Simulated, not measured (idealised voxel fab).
process module | voxel self aligned vias
cross-section cut | 205 nm wide | cells 5 nm
A cross-section is a grid of square cells, given in bands from the top down. A band is one or more rows of cells.
Each band's line starts with the height of the band's top and of its bottom, in nm. Then come its materials from left to right, each with its width in nm. One material with "throughout" fills the band from edge to edge. "air" is empty space.
Height 0 is the level under which the wafer as received is all one material. The lowest band goes on downwards, as in "0 down".
A width such as "30 to 40" changes by the same amount from each row of cells to the next, from the band's top row to its bottom row.
"no change" after a step means that no cell of the cross-section changed.
closed voids: empty space of 8 cells or more with no open way to the top, each as width x height at its distance from the left edge, in nm
after a step's settings: what the simulator itself notes on the step
overlay nm, on a step with a mask: how far to the right of its planned place the mask lay; to the left if negative
plan
1 op RECEIVE | material Si
2 op CONFORMAL_DEP | material SiO2 | thk nm 10
3 op CONFORMAL_DEP | material SiCN | thk nm 5
4 op DIRECTIONAL_DEP | material lowk | thk nm 30
5 op PATTERN | tone open | mask id LINES | material resist | width nm 20 | pitch nm 55 | thk nm 15 | overlay nm 0
6 op DIRECTIONAL_ETCH | etch materials lowk | depth nm 30
7 op STRIP | etch materials resist
8 op CONFORMAL_DEP | material TiN | thk nm 5
9 op FILL_DEP | material W | thk nm 5
10 op CMP | height nm 45
11 op SELECTIVE_ETCH | etch materials W Ru TiN | depth nm 10
12 op FILL_DEP | material SiN | thk nm 10
13 op CMP | height nm 45
14 op DIRECTIONAL_DEP | material lowk | thk nm 20
15 op DIRECTIONAL_DEP | material aC | thk nm 10
16 op PATTERN | tone open | mask id VIAS | material resist | width nm 30 | pitch nm 55 | thk nm 30 | overlay nm 0
17 op DIRECTIONAL_ETCH | etch materials aC | depth nm 10
18 op STRIP | etch materials resist
19 op DIRECTIONAL_ETCH | etch materials lowk | depth nm 20
20 op DIRECTIONAL_ETCH | etch materials SiN | depth nm 10
21 op STRIP | etch materials aC
22 op CONFORMAL_DEP | material TiN | thk nm 5
23 op FILL_DEP | material Ru | thk nm 5
24 op CMP | height nm 65
25 op CONFORMAL_DEP | material SiCN | thk nm 5
as received, after step 1
  0 down: Si throughout
  closed voids: none
a wafer at the end: this start, this plan, one mistake
  70 to 65: SiCN throughout
  65 to 50: lowk 30 | TiN 5 | Ru 20 | TiN 5 | lowk 25 | TiN 5 | Ru 20 | TiN 5 | lowk 25 | TiN 5 | Ru 20 | TiN 5 | lowk 35
  50 to 40: lowk 30 to 40 | TiN 15 to 5 | Ru 5 | TiN 10 to 5 | lowk 25 to 40 | TiN 15 to 5 | Ru 5 | TiN 10 to 5 | lowk 25 to 40 | TiN 15 to 5 | Ru 5 | TiN 10 to 5 | lowk 35 to 40
  40 to 35: lowk 40 | TiN 15 | lowk 40 | TiN 15 | lowk 40 | TiN 15 | lowk 40
  35 to 20: lowk 40 | TiN 5 | W 5 | TiN 5 | lowk 40 | TiN 5 | W 5 | TiN 5 | lowk 40 | TiN 5 | W 5 | TiN 5 | lowk 40
  20 to 15: lowk 40 | TiN 15 | lowk 40 | TiN 15 | lowk 40 | TiN 15 | lowk 40
  15 to 10: SiCN throughout
  10 to 0: SiO2 throughout
  0 down: Si throughout
  closed voids: none
what went wrong: step 5 ran as: op PATTERN | tone open | mask id LINES | material resist | width nm 15 | pitch nm 55 | thk nm 15 | overlay nm 0
